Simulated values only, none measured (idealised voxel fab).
Presented below is a process module, voxel quadruple lines.
Square cell edge 5 nm, section width 190 nm, ID cut.
A cross-section is a grid of square cells, given in bands from the top down. A band is one or more rows of cells. Top, bottom (nm), then materials left to right with widths (nm); lone material tagged "everywhere" fills the whole band edge to edge; "empty" = empty space. Counting heights begins at 0, where everything beneath is, in the wafer as received, one material. The lowest band has no bottom; it goes on downwards, as "0 nm and below" shows. Think of "30 to 40" as a width that walks from the first number to the second as you go down the band, top row to bottom row, taking equal-sized steps from row to row. It should be understood that the words "nothing different", when stated for a given step, signify that the cross-section underwent no change in any of its cells during that step. Enclosed void list: empty space of 8 cells or more with no open way to the top, each as width x height at its distance from the left edge, in nm. after a step's settings: what the simulator itself notes on the step. On any step carrying a mask, the "overlay nm" setting, if present on the step's line, tells how far right of its planned place the mask lay; negative values point to the left.
So here's the lineup of process steps we planned
1: RECEIVE with material Si
2: CONFORMAL_DEP with material SiO2, thk nm 10
3: DIRECTIONAL_DEP with material W, thk nm 15
4: DIRECTIONAL_DEP with material polySi, thk nm 15
5: DIRECTIONAL_DEP with material aC, thk nm 25
6: PATTERN with tone cover, mask id MANDREL, material resist, width nm 20, pitch nm 60, thk nm 30, overlay nm 0
7: DIRECTIONAL_ETCH with etch materials aC, depth nm 25
8: STRIP with etch materials resist
9: CONFORMAL_DEP with material SiO2, thk nm 10
10: DIRECTIONAL_ETCH with etch materials SiO2, depth nm 10
11: STRIP with etch materials aC
12: DIRECTIONAL_ETCH with etch materials polySi, depth nm 15
13: STRIP with etch materials SiO2
14: CONFORMAL_DEP with material SiCN, thk nm 5
15: DIRECTIONAL_ETCH with etch materials SiCN, depth nm 5
16: STRIP with etch materials polySi
17: DIRECTIONAL_ETCH with etch materials W, depth nm 15
18: STRIP with etch materials SiCN
Wafer at receipt (post step 1), cross-section
    0 nm and below | Si everywhere
    Enclosed void list: none
Here's the cross-section of the first of our two wafers at the end of the module - it ran as planned
    25 nm to 10 nm | empty=40, then W=5, then empty=10, then W=5, then empty=10, then W=5, then empty=10, then W=5, then empty=10, then W=5, then empty=10, then W=5, then empty=10, then W=5, then empty=10, then W=5, then empty=40
    10 nm to 0 nm | SiO2 everywhere
    0 nm and below | Si everywhere
    Enclosed void list: none
End of module, second wafer, cross-section. Started like the first, planned like the first, run with one mistake
    15 nm to 0 nm | empty=40, then W=5, then empty=10, then W=5, then empty=10, then W=5, then empty=10, then W=5, then empty=10, then W=5, then empty=10, then W=5, then empty=10, then W=5, then empty=10, then W=5, then empty=40
    0 nm and below | Si everywhere
    Enclosed void list: none
Diagnosis: step 2 of the plan: omitted, not performed
Wafer comparison, final, in cells, second relative to first, materials more or fewer: -76 SiO2
